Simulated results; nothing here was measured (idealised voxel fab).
Documented hereafter: the process module known as voxel trench capacitor.
Square cell edge 5 nm, section width 185 nm, ID cut.
Cross-section spec: square-cell grid; bands listed top down; each band is one or more rows.
Within each band entry, the heights of the top and of the bottom of the band appear first, in that order and in nm; the materials of the band then follow from left to right, each with its corresponding width in nm. The designation "all across" on a single material indicates that it fills the band from edge to edge; the designation "air" indicates empty space.
Below 0: as-received wafer, all one material; heights counted from there. Lowest band: no bottom, goes on down, written "from 0 down".
Note: "30->40" means the width goes from the first number (top row of the band) to the second number (bottom row) in equal steps per row of cells.
Step note "nothing different" = no cross-section cell changed.
So "Closed voids list" is basically the list of trapped voids: any empty space of 8 cells or more that can't reach the top through an opening. They're written width x height at distance, the distance being from the left edge, and it's all nm.
Note: text after step settings on the step line = simulator remark on that step.
What "overlay nm" on a step's line means: if the step has a mask, that mask lay this far to the right of its planned place, or, when the value is negative, to the left.

THE STEPS PLANNED FOR THE PROCESS ARE AS FOLLOWS
step 1: RECEIVE,material Si
step 2: CONFORMAL_DEP,material SiN,thk nm 5
step 3: PATTERN,tone open,mask id TRENCH,material resist,width nm 30,pitch nm 50,thk nm 20,overlay nm -10
step 4: DIRECTIONAL_ETCH,etch materials SiN,depth nm 5
step 5: DIRECTIONAL_ETCH,etch materials Si,depth nm 25
step 6: STRIP,etch materials resist
step 7: CONFORMAL_DEP,material Al2O3,thk nm 5
step 8: CONFORMAL_DEP,material TiN,thk nm 5
step 9: FILL_DEP,material W,thk nm 10
step 10: CMP,height nm 5
Variable across wafers: step 3 overlay nm (plan value is that of the first wafer; starting state common to all).

RECEIVED CONDITION OF THE FIRST OF SEVERAL WAFERS, SECTIONED: POST-STEP 1
from 0 down = Si all across
Closed voids list: none

WAFER CROSS-SECTION (FIRST OF SEVERAL) - MODULE END, POST STEP 10 (LAST STEP)
from 5 to 0 = SiN (15); Al2O3 (5); TiN (5); W (10); TiN (5); Al2O3 (5); SiN (20); Al2O3 (5); TiN (5); W (10); TiN (5); Al2O3 (5); SiN (20); Al2O3 (5); TiN (5); W (10); TiN (5); Al2O3 (5); SiN (40)
from 0 to -15 = Si (15); Al2O3 (5); TiN (5); W (10); TiN (5); Al2O3 (5); Si (20); Al2O3 (5); TiN (5); W (10); TiN (5); Al2O3 (5); Si (20); Al2O3 (5); TiN (5); W (10); TiN (5); Al2O3 (5); Si (40)
from -15 to -20 = Si (15); Al2O3 (5); TiN (20); Al2O3 (5); Si (20); Al2O3 (5); TiN (20); Al2O3 (5); Si (20); Al2O3 (5); TiN (20); Al2O3 (5); Si (40)
from -20 to -25 = Si (15); Al2O3 (30); Si (20); Al2O3 (30); Si (20); Al2O3 (30); Si (40)
from -25 down = Si all across
Closed voids list: none

OF THE SEVERAL WAFERS, THE LAST: CROSS-SECTION AT THE END OF THE MODULE
from 5 to 0 = SiN (40); Al2O3 (5); TiN (5); W (10); TiN (5); Al2O3 (5); SiN (20); Al2O3 (5); TiN (5); W (10); TiN (5); Al2O3 (5); SiN (20); Al2O3 (5); TiN (5); W (10); TiN (5); Al2O3 (5); SiN (15)
from 0 to -15 = Si (40); Al2O3 (5); TiN (5); W (10); TiN (5); Al2O3 (5); Si (20); Al2O3 (5); TiN (5); W (10); TiN (5); Al2O3 (5); Si (20); Al2O3 (5); TiN (5); W (10); TiN (5); Al2O3 (5); Si (15)
from -15 to -20 = Si (40); Al2O3 (5); TiN (20); Al2O3 (5); Si (20); Al2O3 (5); TiN (20); Al2O3 (5); Si (20); Al2O3 (5); TiN (20); Al2O3 (5); Si (15)
from -20 to -25 = Si (40); Al2O3 (30); Si (20); Al2O3 (30); Si (20); Al2O3 (30); Si (15)
from -25 down = Si all across
Closed voids list: none

THE ROWS OF THE TABLE BELOW ARE WAFERS. LOOKING AT THE END OF THE MODULE, A ROW COUNTS, FOR EVERY MATERIAL, THE CELLS THE WAFER HAS GAINED, SHOWN AS (+), OR LOST, SHOWN AS (-), SINCE IT WAS RECEIVED; ITS CLOSED VOIDS COME NEXT
overlay nm -10, +48 Al2O3, -90 Si, +19 SiN, +36 TiN, +24 W, Closed voids list: none
overlay nm -5, +48 Al2O3, -90 Si, +19 SiN, +36 TiN, +24 W, Closed voids list: none
overlay nm 0, +48 Al2O3, -90 Si, +19 SiN, +36 TiN, +24 W, Closed voids list: none
overlay nm 5, +48 Al2O3, -90 Si, +19 SiN, +36 TiN, +24 W, Closed voids list: none
overlay nm 10, +48 Al2O3, -90 Si, +19 SiN, +36 TiN, +24 W, Closed voids list: none
overlay nm 15, +48 Al2O3, -90 Si, +19 SiN, +36 TiN, +24 W, Closed voids list: none
